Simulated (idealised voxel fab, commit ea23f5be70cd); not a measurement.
process module | voxel wiring stack
cross-section cut | 265 nm wide | cells 5 nm
A cross-section is a grid of square cells, given in bands from the top down. A band is one or more rows of cells.
Each band's line starts with the height of the band's top and of its bottom, in nm. Then come its materials from left to right, each with its width in nm. One material with "throughout" fills the band from edge to edge. "air" is empty space.
Height 0 is the level under which the wafer as received is all one material. The lowest band goes on downwards, as in "0 down".
A width such as "30 to 40" changes by the same amount from each row of cells to the next, from the band's top row to its bottom row.
"no change" after a step means that no cell of the cross-section changed.
closed voids: empty space of 8 cells or more with no open way to the top, each as width x height at its distance from the left edge, in nm
after a step's settings: what the simulator itself notes on the step
overlay nm, on a step with a mask: how far to the right of its planned place the mask lay; to the left if negative
plan
1 op RECEIVE | material Si
2 op CONFORMAL_DEP | material SiO2 | thk nm 10
3 op CONFORMAL_DEP | material SiCN | thk nm 5
4 op DIRECTIONAL_DEP | material SiO2 | thk nm 20
5 op DIRECTIONAL_DEP | material aC | thk nm 15
6 op PATTERN | tone open | mask id METAL_1 | material resist | width nm 30 | pitch nm 60 | thk nm 35 | overlay nm 0
7 op DIRECTIONAL_ETCH | etch materials aC | depth nm 15
8 op STRIP | etch materials resist
9 op DIRECTIONAL_ETCH | etch materials SiO2 | depth nm 20
10 op DIRECTIONAL_ETCH | etch materials SiCN | depth nm 5
11 op STRIP | etch materials aC
12 op CONFORMAL_DEP | material TiN | thk nm 5
13 op FILL_DEP | material W | thk nm 5
14 op CMP | height nm 35
15 op EPI | material Ru | thk nm 5
16 op FILL_DEP | material SiCN | thk nm 5
17 op DIRECTIONAL_DEP | material SiO2 | thk nm 10
18 op PATTERN | tone open | mask id PLUG_1 | material resist | width nm 15 | pitch nm 60 | thk nm 15 | overlay nm 0
19 op DIRECTIONAL_ETCH | etch materials SiO2 | depth nm 10
20 op DIRECTIONAL_ETCH | etch materials SiCN | depth nm 5
21 op STRIP | etch materials resist
22 op EPI | material Ru | thk nm 10
23 op EPI | material Ru | thk nm 5
24 op DIRECTIONAL_DEP | material TiN | thk nm 5
25 op DIRECTIONAL_DEP | material W | thk nm 15
26 op DIRECTIONAL_DEP | material aC | thk nm 15
27 op PATTERN | tone cover | mask id METAL_2 | material resist | width nm 30 | pitch nm 60 | thk nm 30 | overlay nm 0
28 op DIRECTIONAL_ETCH | etch materials aC | depth nm 15
29 op STRIP | etch materials resist
30 op DIRECTIONAL_ETCH | etch materials W | depth nm 15
31 op DIRECTIONAL_ETCH | etch materials TiN | depth nm 5
32 op STRIP | etch materials aC
33 op CONFORMAL_DEP | material SiN | thk nm 5
34 op FILL_DEP | material lowk | thk nm 5
35 op CMP | height nm 75
36 op CONFORMAL_DEP | material SiCN | thk nm 5
varied across the wafers: width nm of step 18. The plan shows the first wafer's value. All wafers start alike
first wafer as received, after step 1
  0 down: Si throughout
  closed voids: none
first wafer at the end, after step 36
  80 to 75: SiCN throughout
  75 to 60: lowk 50 | SiN 5 | W 30 | SiN 5 | lowk 20 | SiN 5 | W 30 | SiN 5 | lowk 20 | SiN 5 | W 30 | SiN 5 | lowk 55
  60 to 55: SiN 55 | TiN 30 | SiN 30 | TiN 30 | SiN 30 | TiN 30 | SiN 60
  55 to 45: SiO2 55 | Ru 15 | SiO2 45 | Ru 15 | SiO2 45 | Ru 15 | SiO2 75
  45 to 35: SiCN 55 to 50 | Ru 15 to 40 | SiCN 45 to 20 | Ru 15 to 40 | SiCN 45 to 20 | Ru 15 to 40 | SiCN 75 to 55
  35 to 15: SiO2 55 | TiN 5 | W 20 | TiN 5 | SiO2 30 | TiN 5 | W 20 | TiN 5 | SiO2 30 | TiN 5 | W 20 | TiN 5 | SiO2 60
  15 to 10: SiCN 55 | TiN 30 | SiCN 30 | TiN 30 | SiCN 30 | TiN 30 | SiCN 60
  10 to 0: SiO2 throughout
  0 down: Si throughout
  closed voids: none
last wafer at the end
  80 to 75: SiCN throughout
  75 to 60: lowk 50 | SiN 5 | W 30 | SiN 5 | lowk 20 | SiN 5 | W 30 | SiN 5 | lowk 20 | SiN 5 | W 30 | SiN 5 | lowk 55
  60 to 55: SiN 55 | TiN 30 | SiN 30 | TiN 30 | SiN 30 | TiN 30 | SiN 60
  55 to 45: SiO2 50 | Ru 30 | SiO2 30 | Ru 30 | SiO2 30 | Ru 30 | SiO2 65
  45 to 35: SiCN 50 | Ru 30 to 40 | SiCN 30 to 20 | Ru 30 to 40 | SiCN 30 to 20 | Ru 30 to 40 | SiCN 65 to 55
  35 to 15: SiO2 55 | TiN 5 | W 20 | TiN 5 | SiO2 30 | TiN 5 | W 20 | TiN 5 | SiO2 30 | TiN 5 | W 20 | TiN 5 | SiO2 60
  15 to 10: SiCN 55 | TiN 30 | SiCN 30 | TiN 30 | SiCN 30 | TiN 30 | SiCN 60
  10 to 0: SiO2 throughout
  0 down: Si throughout
  closed voids: none
each wafer at the end: cells of each material gained (+) or lost (-) since it was received, then its closed voids
width nm 15 | +51 Ru | +161 SiCN | +53 SiN | +334 SiO2 | +60 TiN | +102 W | +87 lowk | closed voids: none
width nm 20 | +60 Ru | +158 SiCN | +53 SiN | +328 SiO2 | +60 TiN | +102 W | +87 lowk | closed voids: none
width nm 25 | +69 Ru | +155 SiCN | +53 SiN | +322 SiO2 | +60 TiN | +102 W | +87 lowk | closed voids: none
width nm 30 | +78 Ru | +152 SiCN | +53 SiN | +316 SiO2 | +60 TiN | +102 W | +87 lowk | closed voids: none
